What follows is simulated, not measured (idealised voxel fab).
process module | voxel self aligned contacts
cross-section cut | 230 nm wide | cells 5 nm
A cross-section is a grid of square cells, given in bands from the top down. A band is one or more rows of cells.
Each band's line starts with the height of the band's top and of its bottom, in nm. Then come its materials from left to right, each with its width in nm. One material with "throughout" fills the band from edge to edge. "air" is empty space.
Height 0 is the level under which the wafer as received is all one material. The lowest band goes on downwards, as in "0 down".
A width such as "30 to 40" changes by the same amount from each row of cells to the next, from the band's top row to its bottom row.
"no change" after a step means that no cell of the cross-section changed.
closed voids: empty space of 8 cells or more with no open way to the top, each as width x height at its distance from the left edge, in nm
after a step's settings: what the simulator itself notes on the step
overlay nm, on a step with a mask: how far to the right of its planned place the mask lay; to the left if negative
plan
1 op RECEIVE | material Si
2 op OXIDIZE | depth nm 5
3 op DIRECTIONAL_DEP | material polySi | thk nm 30
4 op DIRECTIONAL_DEP | material SiN | thk nm 25
5 op PATTERN | tone cover | mask id GATE | material resist | width nm 30 | pitch nm 65 | thk nm 20 | overlay nm 0
6 op DIRECTIONAL_ETCH | etch materials SiN | depth nm 25
7 op DIRECTIONAL_ETCH | etch materials polySi | depth nm 30
8 op STRIP | etch materials resist
9 op CONFORMAL_DEP | material SiN | thk nm 10
10 op DIRECTIONAL_ETCH | etch materials SiN | depth nm 10
11 op FILL_DEP | material SiO2 | thk nm 20
12 op CMP | height nm 65
13 op DIRECTIONAL_DEP | material aC | thk nm 15
14 op PATTERN | tone open | mask id CONTACT | material resist | width nm 45 | pitch nm 65 | thk nm 35 | overlay nm 0
15 op DIRECTIONAL_ETCH | etch materials aC | depth nm 15
16 op STRIP | etch materials resist
17 op DIRECTIONAL_ETCH | etch materials SiO2 | depth nm 70
18 op STRIP | etch materials aC
19 op CONFORMAL_DEP | material TiN | thk nm 5
20 op FILL_DEP | material W | thk nm 10
21 op CMP | height nm 65
22 op CONFORMAL_DEP | material SiCN | thk nm 5
as received, after step 1
  0 down: Si throughout
  closed voids: none
a wafer at the end: this start, this plan, one mistake
  70 to 65: SiCN throughout
  65 to 55: SiO2 60 | TiN 5 to 15 | W 35 to 5 | TiN 5 to 25 | SiO2 20 | TiN 5 to 15 | W 35 to 5 | TiN 5 to 25 | SiO2 60
  55 to 30: SiO2 20 | SiN 50 | TiN 5 | W 5 | TiN 5 | SiN 50 | TiN 5 | W 5 | TiN 5 | SiN 50 | SiO2 30
  30 to 0: SiO2 20 | SiN 10 | polySi 30 | SiN 10 | TiN 5 | W 5 | TiN 5 | SiN 10 | polySi 30 | SiN 10 | TiN 5 | W 5 | TiN 5 | SiN 10 | polySi 30 | SiN 10 | SiO2 30
  0 to -5: SiO2 70 | TiN 15 | SiO2 50 | TiN 15 | SiO2 80
  -5 down: Si throughout
  closed voids: none
what went wrong: step 5 ran as: op PATTERN | tone cover | mask id GATE | material resist | width nm 30 | pitch nm 65 | thk nm 20 | overlay nm -5
